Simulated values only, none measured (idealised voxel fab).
process module | voxel self aligned contacts
cross-section cut | 225 nm wide | cells 5 nm
A cross-section is a grid of square cells, given in bands from the top down. A band is one or more rows of cells.
Each band's line starts with the height of the band's top and of its bottom, in nm. Then come its materials from left to right, each with its width in nm. One material with "throughout" fills the band from edge to edge. "air" is empty space.
Height 0 is the level under which the wafer as received is all one material. The lowest band goes on downwards, as in "0 down".
A width such as "30 to 40" changes by the same amount from each row of cells to the next, from the band's top row to its bottom row.
"no change" after a step means that no cell of the cross-section changed.
closed voids: empty space of 8 cells or more with no open way to the top, each as width x height at its distance from the left edge, in nm
after a step's settings: what the simulator itself notes on the step
overlay nm, on a step with a mask: how far to the right of its planned place the mask lay; to the left if negative
plan
1 op RECEIVE | material Si
2 op CONFORMAL_DEP | material SiO2 | thk nm 5
3 op DIRECTIONAL_DEP | material polySi | thk nm 25
4 op DIRECTIONAL_DEP | material SiN | thk nm 15
5 op PATTERN | tone cover | mask id GATE | material resist | width nm 35 | pitch nm 60 | thk nm 15 | overlay nm 0
6 op DIRECTIONAL_ETCH | etch materials SiN | depth nm 15
7 op DIRECTIONAL_ETCH | etch materials polySi | depth nm 25
8 op STRIP | etch materials resist
9 op CONFORMAL_DEP | material SiN | thk nm 5
10 op DIRECTIONAL_ETCH | etch materials SiN | depth nm 5
11 op FILL_DEP | material SiO2 | thk nm 20
12 op CMP | height nm 55
13 op MASKED_ETCH | tone open | mask id CONTACT | width nm 35 | etch materials SiO2 | depth nm 55 | overlay nm 0
14 op CONFORMAL_DEP | material TiN | thk nm 5
15 op FILL_DEP | material Ru | thk nm 5
16 op CMP | height nm 55
17 op CONFORMAL_DEP | material SiN | thk nm 5
first wafer, as planned
as received, after step 1
  0 down: Si throughout
  closed voids: none
after step 2
  5 to 0: SiO2 throughout
  below 0: unchanged
after step 3
  30 to 5: polySi throughout
  below 5: unchanged
after step 4
  45 to 30: SiN throughout
  below 30: unchanged
after step 5
  60 to 45: air 65 | resist 35 | air 25 | resist 35 | air 65
  below 45: unchanged
after step 6
  60 to 45: air 65 | resist 35 | air 25 | resist 35 | air 65
  45 to 30: air 65 | SiN 35 | air 25 | SiN 35 | air 65
  below 30: unchanged
after step 7
  60 to 45: air 65 | resist 35 | air 25 | resist 35 | air 65
  45 to 30: air 65 | SiN 35 | air 25 | SiN 35 | air 65
  30 to 5: air 65 | polySi 35 | air 25 | polySi 35 | air 65
  below 5: unchanged
after step 8
  45 to 30: air 65 | SiN 35 | air 25 | SiN 35 | air 65
  below 30: unchanged
after step 9
  50 to 30: air 60 | SiN 45 | air 15 | SiN 45 | air 60
  30 to 10: air 60 | SiN 5 | polySi 35 | SiN 5 | air 15 | SiN 5 | polySi 35 | SiN 5 | air 60
  10 to 5: SiN 65 | polySi 35 | SiN 25 | polySi 35 | SiN 65
  below 5: unchanged
after step 10
  45 to 30: air 60 | SiN 45 | air 15 | SiN 45 | air 60
  30 to 5: air 60 | SiN 5 | polySi 35 | SiN 5 | air 15 | SiN 5 | polySi 35 | SiN 5 | air 60
  below 5: unchanged
after step 11
  65 to 45: SiO2 throughout
  45 to 30: SiO2 60 | SiN 45 | SiO2 15 | SiN 45 | SiO2 60
  30 to 5: SiO2 60 | SiN 5 | polySi 35 | SiN 5 | SiO2 15 | SiN 5 | polySi 35 | SiN 5 | SiO2 60
  below 5: unchanged
after step 12
  55 to 45: SiO2 throughout
  below 45: unchanged
after step 13
  55 to 45: SiO2 95 | air 35 | SiO2 95
  45 to 30: SiO2 60 | SiN 45 | air 15 | SiN 45 | SiO2 60
  30 to 5: SiO2 60 | SiN 5 | polySi 35 | SiN 5 | air 15 | SiN 5 | polySi 35 | SiN 5 | SiO2 60
  5 to 0: SiO2 105 | air 15 | SiO2 105
  below 0: unchanged
after step 14
  60 to 55: TiN 100 | air 25 | TiN 100
  55 to 45: SiO2 95 | TiN 5 to 15 | air 25 to 5 | TiN 5 to 15 | SiO2 95
  45 to 30: SiO2 60 | SiN 45 | TiN 5 | air 5 | TiN 5 | SiN 45 | SiO2 60
  30 to 5: SiO2 60 | SiN 5 | polySi 35 | SiN 5 | TiN 5 | air 5 | TiN 5 | SiN 5 | polySi 35 | SiN 5 | SiO2 60
  5 to 0: SiO2 105 | TiN 15 | SiO2 105
  below 0: unchanged
after step 15
  65 to 60: Ru throughout
  60 to 55: TiN 100 | Ru 25 | TiN 100
  55 to 45: SiO2 95 | TiN 5 to 15 | Ru 25 to 5 | TiN 5 to 15 | SiO2 95
  45 to 30: SiO2 60 | SiN 45 | TiN 5 | Ru 5 | TiN 5 | SiN 45 | SiO2 60
  30 to 5: SiO2 60 | SiN 5 | polySi 35 | SiN 5 | TiN 5 | Ru 5 | TiN 5 | SiN 5 | polySi 35 | SiN 5 | SiO2 60
  below 5: unchanged
after step 16
  55 to 45: SiO2 95 | TiN 5 to 15 | Ru 25 to 5 | TiN 5 to 15 | SiO2 95
  below 45: unchanged
after step 17
  60 to 55: SiN throughout
  below 55: unchanged
second wafer: like start, like plan, one mistake. Through step 8 it matches the first wafer
when step 9 should have ended
  50 to 45: air 60 | TiN 45 | air 15 | TiN 45 | air 60
  45 to 30: air 60 | TiN 5 | SiN 35 | TiN 5 | air 15 | TiN 5 | SiN 35 | TiN 5 | air 60
  30 to 10: air 60 | TiN 5 | polySi 35 | TiN 5 | air 15 | TiN 5 | polySi 35 | TiN 5 | air 60
  10 to 5: TiN 65 | polySi 35 | TiN 25 | polySi 35 | TiN 65
  below 5: unchanged
when step 10 should have ended: no change
when step 11 should have ended
  70 to 50: SiO2 throughout
  50 to 45: SiO2 60 | TiN 45 | SiO2 15 | TiN 45 | SiO2 60
  45 to 30: SiO2 60 | TiN 5 | SiN 35 | TiN 5 | SiO2 15 | TiN 5 | SiN 35 | TiN 5 | SiO2 60
  30 to 10: SiO2 60 | TiN 5 | polySi 35 | TiN 5 | SiO2 15 | TiN 5 | polySi 35 | TiN 5 | SiO2 60
  below 10: unchanged
when step 12 should have ended
  55 to 50: SiO2 throughout
  below 50: unchanged
when step 13 should have ended
  55 to 50: SiO2 95 | air 35 | SiO2 95
  50 to 45: SiO2 60 | TiN 45 | air 15 | TiN 45 | SiO2 60
  45 to 30: SiO2 60 | TiN 5 | SiN 35 | TiN 5 | air 15 | TiN 5 | SiN 35 | TiN 5 | SiO2 60
  30 to 10: SiO2 60 | TiN 5 | polySi 35 | TiN 5 | air 15 | TiN 5 | polySi 35 | TiN 5 | SiO2 60
  below 10: unchanged
when step 14 should have ended
  60 to 55: TiN 100 | air 25 | TiN 100
  55 to 45: SiO2 95 to 60 | TiN 15 to 50 | air 5 | TiN 15 to 50 | SiO2 95 to 60
  45 to 30: SiO2 60 | TiN 5 | SiN 35 | TiN 10 | air 5 | TiN 10 | SiN 35 | TiN 5 | SiO2 60
  30 to 15: SiO2 60 | TiN 5 | polySi 35 | TiN 10 | air 5 | TiN 10 | polySi 35 | TiN 5 | SiO2 60
  15 to 10: SiO2 60 | TiN 5 | polySi 35 | TiN 25 | polySi 35 | TiN 5 | SiO2 60
  below 10: unchanged
when step 15 should have ended
  65 to 60: Ru throughout
  60 to 55: TiN 100 | Ru 25 | TiN 100
  55 to 45: SiO2 95 to 60 | TiN 15 to 50 | Ru 5 | TiN 15 to 50 | SiO2 95 to 60
  45 to 30: SiO2 60 | TiN 5 | SiN 35 | TiN 10 | Ru 5 | TiN 10 | SiN 35 | TiN 5 | SiO2 60
  30 to 15: SiO2 60 | TiN 5 | polySi 35 | TiN 10 | Ru 5 | TiN 10 | polySi 35 | TiN 5 | SiO2 60
  below 15: unchanged
when step 16 should have ended
  55 to 45: SiO2 95 to 60 | TiN 15 to 50 | Ru 5 | TiN 15 to 50 | SiO2 95 to 60
  below 45: unchanged
when step 17 should have ended
  60 to 55: SiN throughout
  below 55: unchanged
what went wrong: step 9 ran as: op CONFORMAL_DEP | material TiN | thk nm 5
at the end the second wafer has, in cells: 6 fewer of Ru | 32 fewer of SiN | 35 fewer of SiO2 | 73 more of TiN
